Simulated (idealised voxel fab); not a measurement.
Herein follows the process module entitled voxel self aligned vias.
The width of the displayed cross-section, cut, is 225 nm; its cells are square, with a size of 5 nm.
The cross-sections in this document take the form of a grid made of square cells. They are written out as bands, in order from top to bottom. Each band consists of one or more rows of cells. Band: top height; bottom height; in nm. Then, left to right: material with width in nm, for each material. "edge to edge": a single material spanning edge to edge. "empty": empty space. Measure heights from 0. That's the level where, below it, the as-received wafer is all one material. The lowest band is bottomless and extends downward; write it as in "from 0 down". The expression "30..40" gives the width at the extremes of the band, the first number at its top row of cells and the second at its bottom row, with the width changing by equal amounts from each row to the next in between. What does "no alterations made" mean for a step? It means no cell of the cross-section changed in that step. This entry, "Enclosed voids", enumerates those empty regions of no fewer than 8 cells that possess no open connection to the top. Each region is reported in the form width x height at distance, the distance being taken from the left edge, with all three quantities expressed in nm. Post-settings text on a step line: simulator's own remark regarding the step. The "overlay nm" setting may appear on a step's line; for a step that uses a mask, it gives how far to the right of its planned position the mask lay, and a negative value indicates the left.
## This section lists the process steps that were planned
1: RECEIVE, material Si
2: CONFORMAL_DEP, material SiO2, thk nm 10
3: CONFORMAL_DEP, material SiCN, thk nm 5
4: DIRECTIONAL_DEP, material SiO2, thk nm 20
5: MASKED_ETCH, tone open, mask id LINES, width nm 30, pitch nm 70, etch materials SiO2, depth nm 20, overlay nm 0
6: CONFORMAL_DEP, material TiN, thk nm 5
7: FILL_DEP, material W, thk nm 5
8: CMP, height nm 35
9: SELECTIVE_ETCH, etch materials W Ru TiN, depth nm 10
10: FILL_DEP, material SiN, thk nm 5
11: CMP, height nm 35
12: DIRECTIONAL_DEP, material SiO2, thk nm 20
13: DIRECTIONAL_DEP, material aC, thk nm 10
14: PATTERN, tone open, mask id VIAS, material resist, width nm 40, pitch nm 140, thk nm 25, overlay nm 0
15: DIRECTIONAL_ETCH, etch materials aC, depth nm 10
16: STRIP, etch materials resist
17: DIRECTIONAL_ETCH, etch materials SiO2, depth nm 20
18: DIRECTIONAL_ETCH, etch materials SiN, depth nm 10
19: STRIP, etch materials aC
20: CONFORMAL_DEP, material TiN, thk nm 5
21: FILL_DEP, material Ru, thk nm 5
22: CMP, height nm 55
23: CONFORMAL_DEP, material SiCN, thk nm 5
## Account of the first of two wafers, which was processed as intended
## Cross-section of the wafer as it came to us, i.e., already through step 1
- from 0 down = Si edge to edge
- Enclosed voids: none
## Presented here is a cross-section of the wafer after step 2 has been performed
- from 10 to 0 = SiO2 edge to edge
- Heights below 0 show no change.
## Presented here is a cross-section of the wafer after step 3 has been performed
- from 15 to 10 = SiCN edge to edge
- Heights below 10 show no change.
## Presented here is a cross-section of the wafer after step 4 has been performed
- from 35 to 15 = SiO2 edge to edge
- Heights below 15 show no change.
## Presented here is a cross-section of the wafer after step 5 has been performed
- from 35 to 15 = SiO2 (25), then empty (30), then SiO2 (40), then empty (30), then SiO2 (40), then empty (30), then SiO2 (30)
- Heights below 15 show no change.
## Presented here is a cross-section of the wafer after step 6 has been performed
- from 40 to 35 = TiN (30), then empty (20), then TiN (50), then empty (20), then TiN (50), then empty (20), then TiN (35)
- from 35 to 20 = SiO2 (25), then TiN (5), then empty (20), then TiN (5), then SiO2 (40), then TiN (5), then empty (20), then TiN (5), then SiO2 (40), then TiN (5), then empty (20), then TiN (5), then SiO2 (30)
- from 20 to 15 = SiO2 (25), then TiN (30), then SiO2 (40), then TiN (30), then SiO2 (40), then TiN (30), then SiO2 (30)
- Heights below 15 show no change.
## Presented here is a cross-section of the wafer after step 7 has been performed
- from 45 to 40 = W edge to edge
- from 40 to 35 = TiN (30), then W (20), then TiN (50), then W (20), then TiN (50), then W (20), then TiN (35)
- from 35 to 20 = SiO2 (25), then TiN (5), then W (20), then TiN (5), then SiO2 (40), then TiN (5), then W (20), then TiN (5), then SiO2 (40), then TiN (5), then W (20), then TiN (5), then SiO2 (30)
- Heights below 20 show no change.
## Presented here is a cross-section of the wafer after step 8 has been performed
- from 35 to 20 = SiO2 (25), then TiN (5), then W (20), then TiN (5), then SiO2 (40), then TiN (5), then W (20), then TiN (5), then SiO2 (40), then TiN (5), then W (20), then TiN (5), then SiO2 (30)
- Heights below 20 show no change.
## Presented here is a cross-section of the wafer after step 9 has been performed
- from 35 to 25 = SiO2 (25), then empty (30), then SiO2 (40), then empty (30), then SiO2 (40), then empty (30), then SiO2 (30)
- Heights below 25 show no change.
## Presented here is a cross-section of the wafer after step 10 has been performed
- from 40 to 35 = SiN edge to edge
- from 35 to 25 = SiO2 (25), then SiN (30), then SiO2 (40), then SiN (30), then SiO2 (40), then SiN (30), then SiO2 (30)
- Heights below 25 show no change.
## Presented here is a cross-section of the wafer after step 11 has been performed
- from 35 to 25 = SiO2 (25), then SiN (30), then SiO2 (40), then SiN (30), then SiO2 (40), then SiN (30), then SiO2 (30)
- Heights below 25 show no change.
## Presented here is a cross-section of the wafer after step 12 has been performed
- from 55 to 35 = SiO2 edge to edge
- Heights below 35 show no change.
## Presented here is a cross-section of the wafer after step 13 has been performed
- from 65 to 55 = aC edge to edge
- Heights below 55 show no change.
## Presented here is a cross-section of the wafer after step 14 has been performed
- from 90 to 65 = resist (20), then empty (40), then resist (100), then empty (40), then resist (25)
- Heights below 65 show no change.
## Presented here is a cross-section of the wafer after step 15 has been performed
- from 80 to 65 = resist (20), then empty (40), then resist (100), then empty (40), then resist (25)
- from 65 to 55 = aC (20), then empty (40), then aC (100), then empty (40), then aC (25)
- Heights below 55 show no change.
## Presented here is a cross-section of the wafer after step 16 has been performed
- from 65 to 55 = aC (20), then empty (40), then aC (100), then empty (40), then aC (25)
- Heights below 55 show no change.
## Presented here is a cross-section of the wafer after step 17 has been performed
- from 65 to 55 = aC (20), then empty (40), then aC (100), then empty (40), then aC (25)
- from 55 to 35 = SiO2 (20), then empty (40), then SiO2 (100), then empty (40), then SiO2 (25)
- Heights below 35 show no change.
## Presented here is a cross-section of the wafer after step 18 has been performed
- from 65 to 55 = aC (20), then empty (40), then aC (100), then empty (40), then aC (25)
- from 55 to 35 = SiO2 (20), then empty (40), then SiO2 (100), then empty (40), then SiO2 (25)
- from 35 to 25 = SiO2 (25), then empty (30), then SiO2 (40), then SiN (30), then SiO2 (40), then empty (30), then SiO2 (30)
- Heights below 25 show no change.
## Presented here is a cross-section of the wafer after step 19 has been performed
- from 55 to 35 = SiO2 (20), then empty (40), then SiO2 (100), then empty (40), then SiO2 (25)
- Heights below 35 show no change.
## Presented here is a cross-section of the wafer after step 20 has been performed
- from 60 to 55 = TiN (25), then empty (30), then TiN (110), then empty (30), then TiN (30)
- from 55 to 40 = SiO2 (20), then TiN (5), then empty (30), then TiN (5), then SiO2 (100), then TiN (5), then empty (30), then TiN (5), then SiO2 (25)
- from 40 to 35 = SiO2 (20), then TiN (10), then empty (20), then TiN (10), then SiO2 (100), then TiN (10), then empty (20), then TiN (10), then SiO2 (25)
- from 35 to 30 = SiO2 (25), then TiN (5), then empty (20), then TiN (5), then SiO2 (40), then SiN (30), then SiO2 (40), then TiN (5), then empty (20), then TiN (5), then SiO2 (30)
- from 30 to 25 = SiO2 (25), then TiN (30), then SiO2 (40), then SiN (30), then SiO2 (40), then TiN (30), then SiO2 (30)
- Heights below 25 show no change.
## Presented here is a cross-section of the wafer after step 21 has been performed
- from 65 to 60 = Ru edge to edge
- from 60 to 55 = TiN (25), then Ru (30), then TiN (110), then Ru (30), then TiN (30)
- from 55 to 40 = SiO2 (20), then TiN (5), then Ru (30), then TiN (5), then SiO2 (100), then TiN (5), then Ru (30), then TiN (5), then SiO2 (25)
- from 40 to 35 = SiO2 (20), then TiN (10), then Ru (20), then TiN (10), then SiO2 (100), then TiN (10), then Ru (20), then TiN (10), then SiO2 (25)
- from 35 to 30 = SiO2 (25), then TiN (5), then Ru (20), then TiN (5), then SiO2 (40), then SiN (30), then SiO2 (40), then TiN (5), then Ru (20), then TiN (5), then SiO2 (30)
- Heights below 30 show no change.
## Presented here is a cross-section of the wafer after step 22 has been performed
- from 55 to 40 = SiO2 (20), then TiN (5), then Ru (30), then TiN (5), then SiO2 (100), then TiN (5), then Ru (30), then TiN (5), then SiO2 (25)
- Heights below 40 show no change.
## Presented here is a cross-section of the wafer after step 23 has been performed
- from 60 to 55 = SiCN edge to edge
- Heights below 55 show no change.
## Wafer two. Identical start, identical plan. One mistake in execution. Identical history through step 4
## Cross-sectional representation of the second wafer at the time designated in the plan for the completion of step 5
- from 35 to 15 = SiO2 (20), then empty (30), then SiO2 (40), then empty (30), then SiO2 (40), then empty (30), then SiO2 (35)
- Heights below 15 show no change.
## Cross-sectional representation of the second wafer at the time designated in the plan for the completion of step 6
- from 40 to 35 = TiN (25), then empty (20), then TiN (50), then empty (20), then TiN (50), then empty (20), then TiN (40)
- from 35 to 20 = SiO2 (20), then TiN (5), then empty (20), then TiN (5), then SiO2 (40), then TiN (5), then empty (20), then TiN (5), then SiO2 (40), then TiN (5), then empty (20), then TiN (5), then SiO2 (35)
- from 20 to 15 = SiO2 (20), then TiN (30), then SiO2 (40), then TiN (30), then SiO2 (40), then TiN (30), then SiO2 (35)
- Heights below 15 show no change.
## Cross-sectional representation of the second wafer at the time designated in the plan for the completion of step 7
- from 45 to 40 = W edge to edge
- from 40 to 35 = TiN (25), then W (20), then TiN (50), then W (20), then TiN (50), then W (20), then TiN (40)
- from 35 to 20 = SiO2 (20), then TiN (5), then W (20), then TiN (5), then SiO2 (40), then TiN (5), then W (20), then TiN (5), then SiO2 (40), then TiN (5), then W (20), then TiN (5), then SiO2 (35)
- Heights below 20 show no change.
## Cross-sectional representation of the second wafer at the time designated in the plan for the completion of step 8
- from 35 to 20 = SiO2 (20), then TiN (5), then W (20), then TiN (5), then SiO2 (40), then TiN (5), then W (20), then TiN (5), then SiO2 (40), then TiN (5), then W (20), then TiN (5), then SiO2 (35)
- Heights below 20 show no change.
## Cross-sectional representation of the second wafer at the time designated in the plan for the completion of step 9
- from 35 to 25 = SiO2 (20), then empty (30), then SiO2 (40), then empty (30), then SiO2 (40), then empty (30), then SiO2 (35)
- Heights below 25 show no change.
## Cross-sectional representation of the second wafer at the time designated in the plan for the completion of step 10
- from 40 to 35 = SiN edge to edge
- from 35 to 25 = SiO2 (20), then SiN (30), then SiO2 (40), then SiN (30), then SiO2 (40), then SiN (30), then SiO2 (35)
- Heights below 25 show no change.
## Cross-sectional representation of the second wafer at the time designated in the plan for the completion of step 11
- from 35 to 25 = SiO2 (20), then SiN (30), then SiO2 (40), then SiN (30), then SiO2 (40), then SiN (30), then SiO2 (35)
- Heights below 25 show no change.
## Cross-sectional representation of the second wafer at the time designated in the plan for the completion of step 12
- from 55 to 35 = SiO2 edge to edge
- Heights below 35 show no change.
## Cross-sectional representation of the second wafer at the time designated in the plan for the completion of step 13
- from 65 to 55 = aC edge to edge
- Heights below 55 show no change.
## Cross-sectional representation of the second wafer at the time designated in the plan for the completion of step 14
- from 90 to 65 = resist (20), then empty (40), then resist (100), then empty (40), then resist (25)
- Heights below 65 show no change.
## Cross-sectional representation of the second wafer at the time designated in the plan for the completion of step 15
- from 80 to 65 = resist (20), then empty (40), then resist (100), then empty (40), then resist (25)
- from 65 to 55 = aC (20), then empty (40), then aC (100), then empty (40), then aC (25)
- Heights below 55 show no change.
## Cross-sectional representation of the second wafer at the time designated in the plan for the completion of step 16
- from 65 to 55 = aC (20), then empty (40), then aC (100), then empty (40), then aC (25)
- Heights below 55 show no change.
## Cross-sectional representation of the second wafer at the time designated in the plan for the completion of step 17
- from 65 to 55 = aC (20), then empty (40), then aC (100), then empty (40), then aC (25)
- from 55 to 35 = SiO2 (20), then empty (40), then SiO2 (100), then empty (40), then SiO2 (25)
- Heights below 35 show no change.
## Cross-sectional representation of the second wafer at the time designated in the plan for the completion of step 18
- from 65 to 55 = aC (20), then empty (40), then aC (100), then empty (40), then aC (25)
- from 55 to 35 = SiO2 (20), then empty (40), then SiO2 (100), then empty (40), then SiO2 (25)
- from 35 to 25 = SiO2 (20), then empty (30), then SiO2 (40), then SiN (30), then SiO2 (40), then empty (30), then SiO2 (35)
- Heights below 25 show no change.
## Cross-sectional representation of the second wafer at the time designated in the plan for the completion of step 19
- from 55 to 35 = SiO2 (20), then empty (40), then SiO2 (100), then empty (40), then SiO2 (25)
- Heights below 35 show no change.
## Cross-sectional representation of the second wafer at the time designated in the plan for the completion of step 20
- from 60 to 55 = TiN (25), then empty (30), then TiN (110), then empty (30), then TiN (30)
- from 55 to 40 = SiO2 (20), then TiN (5), then empty (30), then TiN (5), then SiO2 (100), then TiN (5), then empty (30), then TiN (5), then SiO2 (25)
- from 40 to 35 = SiO2 (20), then TiN (5), then empty (20), then TiN (15), then SiO2 (100), then TiN (5), then empty (20), then TiN (15), then SiO2 (25)
- from 35 to 30 = SiO2 (20), then TiN (5), then empty (20), then TiN (5), then SiO2 (40), then SiN (30), then SiO2 (40), then TiN (5), then empty (20), then TiN (5), then SiO2 (35)
- from 30 to 25 = SiO2 (20), then TiN (30), then SiO2 (40), then SiN (30), then SiO2 (40), then TiN (30), then SiO2 (35)
- Heights below 25 show no change.
## Cross-sectional representation of the second wafer at the time designated in the plan for the completion of step 21
- from 65 to 60 = Ru edge to edge
- from 60 to 55 = TiN (25), then Ru (30), then TiN (110), then Ru (30), then TiN (30)
- from 55 to 40 = SiO2 (20), then TiN (5), then Ru (30), then TiN (5), then SiO2 (100), then TiN (5), then Ru (30), then TiN (5), then SiO2 (25)
- from 40 to 35 = SiO2 (20), then TiN (5), then Ru (20), then TiN (15), then SiO2 (100), then TiN (5), then Ru (20), then TiN (15), then SiO2 (25)
- from 35 to 30 = SiO2 (20), then TiN (5), then Ru (20), then TiN (5), then SiO2 (40), then SiN (30), then SiO2 (40), then TiN (5), then Ru (20), then TiN (5), then SiO2 (35)
- Heights below 30 show no change.
## Cross-sectional representation of the second wafer at the time designated in the plan for the completion of step 22
- from 55 to 40 = SiO2 (20), then TiN (5), then Ru (30), then TiN (5), then SiO2 (100), then TiN (5), then Ru (30), then TiN (5), then SiO2 (25)
- Heights below 40 show no change.
## Cross-sectional representation of the second wafer at the time designated in the plan for the completion of step 23
- from 60 to 55 = SiCN edge to edge
- Heights below 55 show no change.
Nonconformance to the process plan: contrary to plan, step 5 was performed as MASKED_ETCH, tone open, mask id LINES, width nm 30, pitch nm 70, etch materials SiO2, depth nm 20, overlay nm -5
Same inventory, different map: at the end, the second wafer holds as many cells of each material as the first, placed elsewhere.
